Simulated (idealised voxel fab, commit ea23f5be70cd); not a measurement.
process module | voxel capacitor over wiring
cross-section cut | 220 nm wide | cells 5 nm
A cross-section is a grid of square cells, given in bands from the top down. A band is one or more rows of cells.
Each band's line starts with the height of the band's top and of its bottom, in nm. Then come its materials from left to right, each with its width in nm. One material with "throughout" fills the band from edge to edge. "air" is empty space.
Height 0 is the level under which the wafer as received is all one material. The lowest band goes on downwards, as in "0 down".
A width such as "30 to 40" changes by the same amount from each row of cells to the next, from the band's top row to its bottom row.
"no change" after a step means that no cell of the cross-section changed.
closed voids: empty space of 8 cells or more with no open way to the top, each as width x height at its distance from the left edge, in nm
after a step's settings: what the simulator itself notes on the step
overlay nm, on a step with a mask: how far to the right of its planned place the mask lay; to the left if negative
plan
1 op RECEIVE | material Si
2 op CONFORMAL_DEP | material SiO2 | thk nm 10
3 op DIRECTIONAL_DEP | material TiN | thk nm 5
4 op DIRECTIONAL_DEP | material W | thk nm 15
5 op DIRECTIONAL_DEP | material aC | thk nm 10
6 op PATTERN | tone cover | mask id METAL_1 | material resist | width nm 20 | pitch nm 70 | thk nm 30 | overlay nm 0
7 op DIRECTIONAL_ETCH | etch materials aC | depth nm 10
8 op STRIP | etch materials resist
9 op DIRECTIONAL_ETCH | etch materials W | depth nm 15
10 op DIRECTIONAL_ETCH | etch materials TiN | depth nm 5
11 op STRIP | etch materials aC
12 op CONFORMAL_DEP | material SiCN | thk nm 5
13 op FILL_DEP | material SiO2 | thk nm 5
14 op CMP | height nm 30
15 op CONFORMAL_DEP | material SiCN | thk nm 5
16 op DIRECTIONAL_DEP | material SiO2 | thk nm 15
17 op MASKED_ETCH | tone open | mask id PLUG_1 | width nm 15 | etch materials SiO2 | depth nm 15 | overlay nm 0
18 op MASKED_ETCH | tone open | mask id PLUG_1 | width nm 15 | etch materials SiCN | depth nm 5 | overlay nm 0
19 op CONFORMAL_DEP | material TiN | thk nm 5
20 op FILL_DEP | material Ru | thk nm 5
21 op CMP | height nm 50
22 op DIRECTIONAL_DEP | material TiN | thk nm 10
23 op DIRECTIONAL_DEP | material HfO2 | thk nm 5
24 op DIRECTIONAL_DEP | material TiN | thk nm 5
25 op PATTERN | tone cover | mask id UPPER_PLATE | material resist | width nm 55 | thk nm 15 | overlay nm 0
26 op DIRECTIONAL_ETCH | etch materials TiN | depth nm 5
27 op DIRECTIONAL_ETCH | etch materials HfO2 | depth nm 5
28 op STRIP | etch materials resist
29 op DIRECTIONAL_DEP | material aC | thk nm 10
30 op PATTERN | tone cover | mask id LOWER_PLATE | material resist | width nm 65 | thk nm 25 | overlay nm 0
31 op DIRECTIONAL_ETCH | etch materials aC | depth nm 10
32 op STRIP | etch materials resist
33 op DIRECTIONAL_ETCH | etch materials TiN | depth nm 10
34 op STRIP | etch materials aC
35 op FILL_DEP | material SiO2 | thk nm 15
36 op CMP | height nm 80
37 op PATTERN | tone open | mask id PLUG_2 | material resist | width nm 15 | thk nm 20 | overlay nm 0
38 op DIRECTIONAL_ETCH | etch materials SiO2 | depth nm 10
39 op STRIP | etch materials resist
40 op CONFORMAL_DEP | material TiN | thk nm 5
41 op FILL_DEP | material Ru | thk nm 10
42 op CMP | height nm 80
43 op CONFORMAL_DEP | material SiN | thk nm 5
first wafer, as planned
as received, after step 1
  0 down: Si throughout
  closed voids: none
after step 2
  10 to 0: SiO2 throughout
  below 0: unchanged
after step 3
  15 to 10: TiN throughout
  below 10: unchanged
after step 4
  30 to 15: W throughout
  below 15: unchanged
after step 5
  40 to 30: aC throughout
  below 30: unchanged
after step 6
  70 to 40: air 65 | resist 20 | air 50 | resist 20 | air 65
  below 40: unchanged
after step 7
  60 to 40: air 65 | resist 20 | air 50 | resist 20 | air 65
  40 to 30: air 65 | aC 20 | air 50 | aC 20 | air 65
  below 30: unchanged
after step 8
  40 to 30: air 65 | aC 20 | air 50 | aC 20 | air 65
  below 30: unchanged
after step 9
  40 to 30: air 65 | aC 20 | air 50 | aC 20 | air 65
  30 to 15: air 65 | W 20 | air 50 | W 20 | air 65
  below 15: unchanged
after step 10
  40 to 30: air 65 | aC 20 | air 50 | aC 20 | air 65
  30 to 15: air 65 | W 20 | air 50 | W 20 | air 65
  15 to 10: air 65 | TiN 20 | air 50 | TiN 20 | air 65
  below 10: unchanged
after step 11
  30 to 15: air 65 | W 20 | air 50 | W 20 | air 65
  below 15: unchanged
after step 12
  35 to 30: air 60 | SiCN 30 | air 40 | SiCN 30 | air 60
  30 to 15: air 60 | SiCN 5 | W 20 | SiCN 5 | air 40 | SiCN 5 | W 20 | SiCN 5 | air 60
  15 to 10: SiCN 65 | TiN 20 | SiCN 50 | TiN 20 | SiCN 65
  below 10: unchanged
after step 13
  40 to 35: SiO2 throughout
  35 to 30: SiO2 60 | SiCN 30 | SiO2 40 | SiCN 30 | SiO2 60
  30 to 15: SiO2 60 | SiCN 5 | W 20 | SiCN 5 | SiO2 40 | SiCN 5 | W 20 | SiCN 5 | SiO2 60
  below 15: unchanged
after step 14
  30 to 15: SiO2 60 | SiCN 5 | W 20 | SiCN 5 | SiO2 40 | SiCN 5 | W 20 | SiCN 5 | SiO2 60
  below 15: unchanged
after step 15
  35 to 30: SiCN throughout
  below 30: unchanged
after step 16
  50 to 35: SiO2 throughout
  below 35: unchanged
after step 17
  50 to 35: SiO2 70 | air 15 | SiO2 135
  below 35: unchanged
after step 18
  50 to 35: SiO2 70 | air 15 | SiO2 135
  35 to 30: SiCN 70 | air 15 | SiCN 135
  below 30: unchanged
after step 19
  55 to 50: TiN 75 | air 5 | TiN 140
  50 to 35: SiO2 70 | TiN 5 | air 5 | TiN 5 | SiO2 135
  35 to 30: SiCN 70 | TiN 15 | SiCN 135
  below 30: unchanged
after step 20
  60 to 55: Ru throughout
  55 to 50: TiN 75 | Ru 5 | TiN 140
  50 to 35: SiO2 70 | TiN 5 | Ru 5 | TiN 5 | SiO2 135
  below 35: unchanged
after step 21
  50 to 35: SiO2 70 | TiN 5 | Ru 5 | TiN 5 | SiO2 135
  below 35: unchanged
after step 22
  60 to 50: TiN throughout
  below 50: unchanged
after step 23
  65 to 60: HfO2 throughout
  below 60: unchanged
after step 24
  70 to 65: TiN throughout
  below 65: unchanged
after step 25
  85 to 70: air 70 | resist 55 | air 95
  below 70: unchanged
after step 26
  85 to 70: air 70 | resist 55 | air 95
  70 to 65: air 70 | TiN 55 | air 95
  below 65: unchanged
after step 27
  85 to 70: air 70 | resist 55 | air 95
  70 to 65: air 70 | TiN 55 | air 95
  65 to 60: air 70 | HfO2 55 | air 95
  below 60: unchanged
after step 28
  70 to 65: air 70 | TiN 55 | air 95
  below 65: unchanged
after step 29
  80 to 70: air 70 | aC 55 | air 95
  70 to 65: aC 70 | TiN 55 | aC 95
  65 to 60: aC 70 | HfO2 55 | aC 95
  below 60: unchanged
after step 30
  105 to 80: air 65 | resist 65 | air 90
  80 to 70: air 65 | resist 5 | aC 55 | resist 5 | air 90
  below 70: unchanged
after step 31
  95 to 80: air 65 | resist 65 | air 90
  80 to 70: air 65 | resist 5 | aC 55 | resist 5 | air 90
  70 to 65: air 65 | aC 5 | TiN 55 | aC 5 | air 90
  65 to 60: air 65 | aC 5 | HfO2 55 | aC 5 | air 90
  below 60: unchanged
after step 32
  80 to 70: air 70 | aC 55 | air 95
  below 70: unchanged
after step 33
  80 to 70: air 70 | aC 55 | air 95
  70 to 65: air 65 | aC 5 | TiN 55 | aC 5 | air 90
  65 to 60: air 65 | aC 5 | HfO2 55 | aC 5 | air 90
  60 to 50: air 65 | TiN 65 | air 90
  below 50: unchanged
after step 34
  70 to 65: air 70 | TiN 55 | air 95
  65 to 60: air 70 | HfO2 55 | air 95
  below 60: unchanged
after step 35
  85 to 70: SiO2 throughout
  70 to 65: SiO2 70 | TiN 55 | SiO2 95
  65 to 60: SiO2 70 | HfO2 55 | SiO2 95
  60 to 50: SiO2 65 | TiN 65 | SiO2 90
  below 50: unchanged
after step 36
  80 to 70: SiO2 throughout
  below 70: unchanged
after step 37
  100 to 80: resist 80 | air 15 | resist 125
  below 80: unchanged
after step 38
  100 to 80: resist 80 | air 15 | resist 125
  80 to 70: SiO2 80 | air 15 | SiO2 125
  below 70: unchanged
after step 39
  80 to 70: SiO2 80 | air 15 | SiO2 125
  below 70: unchanged
after step 40
  85 to 80: TiN 85 | air 5 | TiN 130
  80 to 75: SiO2 80 | TiN 5 | air 5 | TiN 5 | SiO2 125
  75 to 65: SiO2 80 to 70 | TiN 15 to 55 | SiO2 125 to 95
  below 65: unchanged
after step 41
  95 to 85: Ru throughout
  85 to 80: TiN 85 | Ru 5 | TiN 130
  80 to 75: SiO2 80 | TiN 5 | Ru 5 | TiN 5 | SiO2 125
  below 75: unchanged
after step 42
  80 to 75: SiO2 80 | TiN 5 | Ru 5 | TiN 5 | SiO2 125
  below 75: unchanged
after step 43
  85 to 80: SiN throughout
  below 80: unchanged
second wafer: like start, like plan, one mistake. Through step 16 it matches the first wafer
when step 17 should have ended
  50 to 35: air 70 | SiO2 15 | air 135
  below 35: unchanged
when step 18 should have ended: no change
when step 19 should have ended
  55 to 50: air 65 | TiN 25 | air 130
  50 to 40: air 65 | TiN 5 | SiO2 15 | TiN 5 | air 130
  40 to 35: TiN 70 | SiO2 15 | TiN 135
  below 35: unchanged
when step 20 should have ended
  60 to 55: Ru throughout
  55 to 50: Ru 65 | TiN 25 | Ru 130
  50 to 40: Ru 65 | TiN 5 | SiO2 15 | TiN 5 | Ru 130
  below 40: unchanged
when step 21 should have ended
  50 to 40: Ru 65 | TiN 5 | SiO2 15 | TiN 5 | Ru 130
  below 40: unchanged
when step 22 should have ended
  60 to 50: TiN throughout
  below 50: unchanged
when step 23 should have ended
  65 to 60: HfO2 throughout
  below 60: unchanged
when step 24 should have ended
  70 to 65: TiN throughout
  below 65: unchanged
when step 25 should have ended
  85 to 70: air 70 | resist 55 | air 95
  below 70: unchanged
when step 26 should have ended
  85 to 70: air 70 | resist 55 | air 95
  70 to 65: air 70 | TiN 55 | air 95
  below 65: unchanged
when step 27 should have ended
  85 to 70: air 70 | resist 55 | air 95
  70 to 65: air 70 | TiN 55 | air 95
  65 to 60: air 70 | HfO2 55 | air 95
  below 60: unchanged
when step 28 should have ended
  70 to 65: air 70 | TiN 55 | air 95
  below 65: unchanged
when step 29 should have ended
  80 to 70: air 70 | aC 55 | air 95
  70 to 65: aC 70 | TiN 55 | aC 95
  65 to 60: aC 70 | HfO2 55 | aC 95
  below 60: unchanged
when step 30 should have ended
  105 to 80: air 65 | resist 65 | air 90
  80 to 70: air 65 | resist 5 | aC 55 | resist 5 | air 90
  below 70: unchanged
when step 31 should have ended
  95 to 80: air 65 | resist 65 | air 90
  80 to 70: air 65 | resist 5 | aC 55 | resist 5 | air 90
  70 to 65: air 65 | aC 5 | TiN 55 | aC 5 | air 90
  65 to 60: air 65 | aC 5 | HfO2 55 | aC 5 | air 90
  below 60: unchanged
when step 32 should have ended
  80 to 70: air 70 | aC 55 | air 95
  below 70: unchanged
when step 33 should have ended
  80 to 70: air 70 | aC 55 | air 95
  70 to 65: air 65 | aC 5 | TiN 55 | aC 5 | air 90
  65 to 60: air 65 | aC 5 | HfO2 55 | aC 5 | air 90
  60 to 50: air 65 | TiN 65 | air 90
  below 50: unchanged
when step 34 should have ended
  70 to 65: air 70 | TiN 55 | air 95
  65 to 60: air 70 | HfO2 55 | air 95
  below 60: unchanged
when step 35 should have ended
  85 to 70: SiO2 throughout
  70 to 65: SiO2 70 | TiN 55 | SiO2 95
  65 to 60: SiO2 70 | HfO2 55 | SiO2 95
  60 to 50: SiO2 65 | TiN 65 | SiO2 90
  below 50: unchanged
when step 36 should have ended
  80 to 70: SiO2 throughout
  below 70: unchanged
when step 37 should have ended
  100 to 80: resist 80 | air 15 | resist 125
  below 80: unchanged
when step 38 should have ended
  100 to 80: resist 80 | air 15 | resist 125
  80 to 70: SiO2 80 | air 15 | SiO2 125
  below 70: unchanged
when step 39 should have ended
  80 to 70: SiO2 80 | air 15 | SiO2 125
  below 70: unchanged
when step 40 should have ended
  85 to 80: TiN 85 | air 5 | TiN 130
  80 to 75: SiO2 80 | TiN 5 | air 5 | TiN 5 | SiO2 125
  75 to 65: SiO2 80 to 70 | TiN 15 to 55 | SiO2 125 to 95
  below 65: unchanged
when step 41 should have ended
  95 to 85: Ru throughout
  85 to 80: TiN 85 | Ru 5 | TiN 130
  80 to 75: SiO2 80 | TiN 5 | Ru 5 | TiN 5 | SiO2 125
  below 75: unchanged
when step 42 should have ended
  80 to 75: SiO2 80 | TiN 5 | Ru 5 | TiN 5 | SiO2 125
  below 75: unchanged
when step 43 should have ended
  85 to 80: SiN throughout
  below 80: unchanged
what went wrong: step 17 ran as: op MASKED_ETCH | tone cover | mask id PLUG_1 | width nm 15 | etch materials SiO2 | depth nm 15 | overlay nm 0
at the end the second wafer has, in cells: 75 more of Ru | 3 more of SiCN | 114 fewer of SiO2 | 36 more of TiN
